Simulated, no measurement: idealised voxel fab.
Process module in this document: voxel self aligned vias
The cross-section shown here is cut; it is 285 nm wide and divided into square cells measuring 5 nm on a side.
Just so we're on the same page, the cross-sections are grids of square cells, and they're listed out in bands top to bottom, each band one or more rows deep.
Band: top and bottom heights (nm) first, top before bottom; then materials from left to right, widths in nm. "everywhere" marks a sole material filling the band edge to edge. "empty" denotes empty space.
It should be noted that heights are counted from 0, beneath which the wafer as supplied is of one material throughout, and that the lowest band possesses no lower boundary but continues downward, as written in "0 nm and below".
Read "30->40" as a graded width: first number on top, second number at the bottom, same change between each pair of neighbouring rows.
What does "identical to before" mean for a step? It means no cell of the cross-section changed in that step.
The entry titled "Closed void catalog" provides the empty spaces that have no open way to the top, restricted to those of 8 cells or more. Each is presented as width x height at distance, the distance being measured from the left edge, with all three in nm.
On each step's line, the part that comes after the settings is the simulator's own comment on the step.
The line of a step may include "overlay nm". On a step with a mask, this value is how far to the right of its planned place the mask lay. A negative value means the mask lay to the left.

-- The process steps that were planned are listed below
- 1: RECEIVE: material Si
- 2: CONFORMAL_DEP: material SiO2, thk nm 10
- 3: CONFORMAL_DEP: material SiCN, thk nm 5
- 4: DIRECTIONAL_DEP: material lowk, thk nm 30
- 5: MASKED_ETCH: tone open, mask id LINES, width nm 30, pitch nm 75, etch materials lowk, depth nm 30, overlay nm 0
- 6: CONFORMAL_DEP: material TiN, thk nm 5
- 7: FILL_DEP: material Ru, thk nm 5
- 8: CMP: height nm 45
- 9: SELECTIVE_ETCH: etch materials W Ru TiN, depth nm 5
- 10: FILL_DEP: material SiN, thk nm 5
- 11: CMP: height nm 45
- 12: DIRECTIONAL_DEP: material lowk, thk nm 20
- 13: MASKED_ETCH: tone open, mask id VIAS, width nm 50, pitch nm 75, etch materials lowk, depth nm 20, overlay nm 0
- 14: MASKED_ETCH: tone open, mask id VIAS, width nm 50, pitch nm 75, etch materials SiN, depth nm 5, overlay nm 0
- 15: CONFORMAL_DEP: material TiN, thk nm 5
- 16: FILL_DEP: material Cu, thk nm 5
- 17: CMP: height nm 65
- 18: CONFORMAL_DEP: material SiCN, thk nm 5

-- Wafer cross-section on receipt, i.e. after step 1
    0 nm and below | Si everywhere
    Closed void catalog: none

-- What the wafer looks like in cross-section after this module, when it starts as shown above and follows the plan above but one mistake is made in running it
    70 nm to 65 nm | SiCN everywhere
    65 nm to 50 nm | Cu: 75, TiN: 5, lowk: 50, TiN: 5, Cu: 15, TiN: 5, lowk: 50, TiN: 5, Cu: 75
    50 nm to 45 nm | TiN: 80, lowk: 50, TiN: 25, lowk: 50, TiN: 80
    45 nm to 40 nm | lowk: 90, SiN: 30, lowk: 45, SiN: 30, lowk: 90
    40 nm to 20 nm | lowk: 90, TiN: 5, Ru: 20, TiN: 5, lowk: 45, TiN: 5, Ru: 20, TiN: 5, lowk: 90
    20 nm to 15 nm | lowk: 90, TiN: 30, lowk: 45, TiN: 30, lowk: 90
    15 nm to 10 nm | SiCN everywhere
    10 nm to 0 nm | SiO2 everywhere
    0 nm and below | Si everywhere
    Closed void catalog: none
What went wrong in running the wafer? in deviation from the planned setting, step 13 was conducted as MASKED_ETCH: tone cover, mask id VIAS, width nm 50, pitch nm 75, etch materials lowk, depth nm 20, overlay nm 0
